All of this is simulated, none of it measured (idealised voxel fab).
The following process module bears the name voxel self aligned contacts.
cross-section cut | 170 nm wide | cells 5 nm
When this document writes out a cross-section, it uses a grid of square cells and lists it as bands, beginning at the top and moving down, with a band standing for one or more rows of cells.
Heads up on the band format: heights come first, top then bottom, in nm. After that it's the materials left to right, each with its width in nm. A single material flagged "full width" fills the whole band edge to edge, and "blank" means there's empty space there.
Ref level 0: as-received wafer is one material below here. Bottom band extends down with no lower bound ("0 nm and below").
Note: "30->40" means the width goes from the first number (top row of the band) to the second number (bottom row) in equal steps per row of cells.
Basically "no modifications" means that step didn't change any cell in the cross-section.
Entry "Sealed-off cavities". Content: empty spaces with no open connection to the top, size 8 cells or greater. Each: width x height at distance. Distance: from left edge. Unit: nm.
Where a step's line continues beyond its settings, the continuation is a remark by the simulator itself on that step.
overlay nm: where the mask lay relative to plan, measured to the right, on steps with a mask; negatives go left.
SO HERE'S THE LINEUP OF PROCESS STEPS WE PLANNED
1) RECEIVE: material Si
2) OXIDIZE: depth nm 5
3) DIRECTIONAL_DEP: material polySi, thk nm 30
4) DIRECTIONAL_DEP: material SiN, thk nm 25
5) DIRECTIONAL_DEP: material aC, thk nm 15
6) PATTERN: tone cover, mask id GATE, material resist, width nm 30, pitch nm 75, thk nm 35, overlay nm 0
7) DIRECTIONAL_ETCH: etch materials aC, depth nm 15
8) STRIP: etch materials resist
9) DIRECTIONAL_ETCH: etch materials SiN, depth nm 25
10) DIRECTIONAL_ETCH: etch materials polySi, depth nm 30
11) STRIP: etch materials aC
12) CONFORMAL_DEP: material SiN, thk nm 10
13) DIRECTIONAL_ETCH: etch materials SiN, depth nm 10
14) FILL_DEP: material SiO2, thk nm 15
15) CMP: height nm 60
16) MASKED_ETCH: tone open, mask id CONTACT, width nm 55, etch materials SiO2, depth nm 65, overlay nm 0
17) CONFORMAL_DEP: material TiN, thk nm 5
18) FILL_DEP: material W, thk nm 5
19) CMP: height nm 60
20) CONFORMAL_DEP: material SiN, thk nm 5
AS-RECEIVED STATE OF THE WAFER IN CROSS-SECTION, EQUIVALENT TO POST-STEP 1
	0 nm and below  Si full width
	Sealed-off cavities: none
CROSS-SECTION, FIRST OF TWO WAFERS, END OF MODULE, RUN AS PLANNED
	65 nm to 60 nm  SiN full width
	60 nm to 55 nm  SiO2 55 nm / TiN 20 nm / W 15 nm / TiN 20 nm / SiO2 60 nm
	55 nm to 30 nm  SiO2 20 nm / SiN 50 nm / TiN 5 nm / W 15 nm / TiN 5 nm / SiN 50 nm / SiO2 25 nm
	30 nm to 0 nm  SiO2 20 nm / SiN 10 nm / polySi 30 nm / SiN 10 nm / TiN 5 nm / W 15 nm / TiN 5 nm / SiN 10 nm / polySi 30 nm / SiN 10 nm / SiO2 25 nm
	0 nm to -5 nm  SiO2 70 nm / TiN 25 nm / SiO2 75 nm
	-5 nm and below  Si full width
	Sealed-off cavities: none
WAFER TWO CROSS-SECTION, MODULE END. START AND PLAN UNCHANGED FROM WAFER ONE; ONE MISTAKE MADE DURING THE RUN
	65 nm to 60 nm  SiN full width
	60 nm to 55 nm  SiO2 55 nm / TiN 20 nm / W 15 nm / TiN 20 nm / SiO2 60 nm
	55 nm to 30 nm  SiO2 20 nm / SiN 10 nm / polySi 30 nm / SiN 10 nm / TiN 5 nm / W 15 nm / TiN 5 nm / SiN 10 nm / polySi 30 nm / SiN 10 nm / SiO2 25 nm
	30 nm to 25 nm  SiO2 20 nm / SiN 10 nm / polySi 30 nm / SiN 10 nm / TiN 25 nm / SiN 10 nm / polySi 30 nm / SiN 10 nm / SiO2 25 nm
	25 nm to 0 nm  SiN full width
	0 nm to -5 nm  SiO2 full width
	-5 nm and below  Si full width
	Sealed-off cavities: none
What went wrong in running the wafer? the processing plan was not followed for steps 3 and 4, which were run with their positions exchanged
End of process, cell counts, second wafer against first, materials with more or fewer: SiN: 70 more; SiO2: 40 fewer; TiN: 12 fewer; W: 18 fewer
